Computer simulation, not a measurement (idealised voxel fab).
Proc. module: voxel trench capacitor
140 nm wide, 5 nm square cells: that's cross-section cut.
This document writes a cross-section as a grid whose cells are square, and gives it as bands, listed from the top down; one or more rows of cells form a band.
Top, bottom (nm), then materials left to right with widths (nm); lone material tagged "full width" fills the whole band edge to edge; "empty" = empty space.
For the purposes of this specification, 0 denotes the height below which the wafer in its as-received condition is composed wholly of one material, and the lowermost band, lacking a lower limit, extends downward without end, as expressed in "0 and below".
When a width is written as two numbers, as in "30->40", the first number is the width in the top row of cells of the band and the second is the width in its bottom row, and the width changes by the same amount from each row to the next.
Take "no alteration" at face value: in the step it is given for, the cross-section changed in none of its cells.
"Closed internal cavities" enumerates empty spaces isolated from the top, with no open way to it, that contain at least 8 cells, giving each as width x height at distance from the left edge, all three in nm.
What comes after the settings on a step's line is commentary from the simulator itself on that step.
A step's line can hold "overlay nm"; with a mask on that step, the setting says how far right of the planned place the mask lay, while a negative setting says it lay to the left.
**Process steps foreseen in the plan**
1. RECEIVE, material Si
2. CONFORMAL_DEP, material SiN, thk nm 10
3. DIRECTIONAL_DEP, material aC, thk nm 10
4. PATTERN, tone open, mask id TRENCH, material resist, width nm 15, pitch nm 35, thk nm 25, overlay nm 0
5. DIRECTIONAL_ETCH, etch materials aC, depth nm 10
6. STRIP, etch materials resist
7. DIRECTIONAL_ETCH, etch materials SiN, depth nm 10
8. DIRECTIONAL_ETCH, etch materials Si, depth nm 25
9. STRIP, etch materials aC
10. CONFORMAL_DEP, material SiO2, thk nm 5
11. FILL_DEP, material polySi, thk nm 10
12. CMP, height nm 10
**On the first of the two wafers: run conducted according to plan**
**as received, after step 1**
    0 and below | Si full width
    Closed internal cavities: none
**So this is the wafer cross-section right after step 2**
    10 down to 0 | SiN full width
    Lower than 0, everything is as it was.
**So this is the wafer cross-section right after step 3**
    20 down to 10 | aC full width
    Lower than 10, everything is as it was.
**So this is the wafer cross-section right after step 4**
    45 down to 20 | resist: 25 | empty: 15 | resist: 20 | empty: 15 | resist: 20 | empty: 15 | resist: 30
    Lower than 20, everything is as it was.
**So this is the wafer cross-section right after step 5**
    35 down to 20 | resist: 25 | empty: 15 | resist: 20 | empty: 15 | resist: 20 | empty: 15 | resist: 30
    20 down to 10 | aC: 25 | empty: 15 | aC: 20 | empty: 15 | aC: 20 | empty: 15 | aC: 30
    Lower than 10, everything is as it was.
**So this is the wafer cross-section right after step 6**
    20 down to 10 | aC: 25 | empty: 15 | aC: 20 | empty: 15 | aC: 20 | empty: 15 | aC: 30
    Lower than 10, everything is as it was.
**So this is the wafer cross-section right after step 7**
    20 down to 10 | aC: 25 | empty: 15 | aC: 20 | empty: 15 | aC: 20 | empty: 15 | aC: 30
    10 down to 0 | SiN: 25 | empty: 15 | SiN: 20 | empty: 15 | SiN: 20 | empty: 15 | SiN: 30
    Lower than 0, everything is as it was.
**So this is the wafer cross-section right after step 8**
    20 down to 10 | aC: 25 | empty: 15 | aC: 20 | empty: 15 | aC: 20 | empty: 15 | aC: 30
    10 down to 0 | SiN: 25 | empty: 15 | SiN: 20 | empty: 15 | SiN: 20 | empty: 15 | SiN: 30
    0 down to -25 | Si: 25 | empty: 15 | Si: 20 | empty: 15 | Si: 20 | empty: 15 | Si: 30
    Lower than -25, everything is as it was.
**So this is the wafer cross-section right after step 9**
    10 down to 0 | SiN: 25 | empty: 15 | SiN: 20 | empty: 15 | SiN: 20 | empty: 15 | SiN: 30
    Lower than 0, everything is as it was.
**So this is the wafer cross-section right after step 10**
    15 down to 10 | SiO2: 30 | empty: 5 | SiO2: 30 | empty: 5 | SiO2: 30 | empty: 5 | SiO2: 35
    10 down to 0 | SiN: 25 | SiO2: 5 | empty: 5 | SiO2: 5 | SiN: 20 | SiO2: 5 | empty: 5 | SiO2: 5 | SiN: 20 | SiO2: 5 | empty: 5 | SiO2: 5 | SiN: 30
    0 down to -20 | Si: 25 | SiO2: 5 | empty: 5 | SiO2: 5 | Si: 20 | SiO2: 5 | empty: 5 | SiO2: 5 | Si: 20 | SiO2: 5 | empty: 5 | SiO2: 5 | Si: 30
    -20 down to -25 | Si: 25 | SiO2: 15 | Si: 20 | SiO2: 15 | Si: 20 | SiO2: 15 | Si: 30
    Lower than -25, everything is as it was.
**So this is the wafer cross-section right after step 11**
    25 down to 15 | polySi full width
    15 down to 10 | SiO2: 30 | polySi: 5 | SiO2: 30 | polySi: 5 | SiO2: 30 | polySi: 5 | SiO2: 35
    10 down to 0 | SiN: 25 | SiO2: 5 | polySi: 5 | SiO2: 5 | SiN: 20 | SiO2: 5 | polySi: 5 | SiO2: 5 | SiN: 20 | SiO2: 5 | polySi: 5 | SiO2: 5 | SiN: 30
    0 down to -20 | Si: 25 | SiO2: 5 | polySi: 5 | SiO2: 5 | Si: 20 | SiO2: 5 | polySi: 5 | SiO2: 5 | Si: 20 | SiO2: 5 | polySi: 5 | SiO2: 5 | Si: 30
    Lower than -20, everything is as it was.
**So this is the wafer cross-section right after step 12**
    10 down to 0 | SiN: 25 | SiO2: 5 | polySi: 5 | SiO2: 5 | SiN: 20 | SiO2: 5 | polySi: 5 | SiO2: 5 | SiN: 20 | SiO2: 5 | polySi: 5 | SiO2: 5 | SiN: 30
    Lower than 0, everything is as it was.
**It is to be noted that the second wafer proceeded from the same initial state and according to the same plan as the first, although one mistake was committed in its execution; through step 7, inclusive, the two wafers share an identical history**
**Second wafer, sectioned view, at step 8's planned end time**
    20 down to 10 | aC: 25 | empty: 15 | aC: 20 | empty: 15 | aC: 20 | empty: 15 | aC: 30
    10 down to 0 | SiN: 25 | empty: 15 | SiN: 20 | empty: 15 | SiN: 20 | empty: 15 | SiN: 30
    0 down to -20 | Si: 25 | empty: 15 | Si: 20 | empty: 15 | Si: 20 | empty: 15 | Si: 30
    Lower than -20, everything is as it was.
**Second wafer, sectioned view, at step 9's planned end time**
    10 down to 0 | SiN: 25 | empty: 15 | SiN: 20 | empty: 15 | SiN: 20 | empty: 15 | SiN: 30
    Lower than 0, everything is as it was.
**Second wafer, sectioned view, at step 10's planned end time**
    15 down to 10 | SiO2: 30 | empty: 5 | SiO2: 30 | empty: 5 | SiO2: 30 | empty: 5 | SiO2: 35
    10 down to 0 | SiN: 25 | SiO2: 5 | empty: 5 | SiO2: 5 | SiN: 20 | SiO2: 5 | empty: 5 | SiO2: 5 | SiN: 20 | SiO2: 5 | empty: 5 | SiO2: 5 | SiN: 30
    0 down to -15 | Si: 25 | SiO2: 5 | empty: 5 | SiO2: 5 | Si: 20 | SiO2: 5 | empty: 5 | SiO2: 5 | Si: 20 | SiO2: 5 | empty: 5 | SiO2: 5 | Si: 30
    -15 down to -20 | Si: 25 | SiO2: 15 | Si: 20 | SiO2: 15 | Si: 20 | SiO2: 15 | Si: 30
    Lower than -20, everything is as it was.
**Second wafer, sectioned view, at step 11's planned end time**
    25 down to 15 | polySi full width
    15 down to 10 | SiO2: 30 | polySi: 5 | SiO2: 30 | polySi: 5 | SiO2: 30 | polySi: 5 | SiO2: 35
    10 down to 0 | SiN: 25 | SiO2: 5 | polySi: 5 | SiO2: 5 | SiN: 20 | SiO2: 5 | polySi: 5 | SiO2: 5 | SiN: 20 | SiO2: 5 | polySi: 5 | SiO2: 5 | SiN: 30
    0 down to -15 | Si: 25 | SiO2: 5 | polySi: 5 | SiO2: 5 | Si: 20 | SiO2: 5 | polySi: 5 | SiO2: 5 | Si: 20 | SiO2: 5 | polySi: 5 | SiO2: 5 | Si: 30
    Lower than -15, everything is as it was.
**Second wafer, sectioned view, at step 12's planned end time**
    10 down to 0 | SiN: 25 | SiO2: 5 | polySi: 5 | SiO2: 5 | SiN: 20 | SiO2: 5 | polySi: 5 | SiO2: 5 | SiN: 20 | SiO2: 5 | polySi: 5 | SiO2: 5 | SiN: 30
    Lower than 0, everything is as it was.
Deviation noted in wafer processing: step 8 went in with a setting other than planned; the actual run was DIRECTIONAL_ETCH, etch materials Si, depth nm 20
The final cell counts differ between the wafers, with the second having more or fewer of some materials than the first: Si +9, SiO2 -6, polySi -3
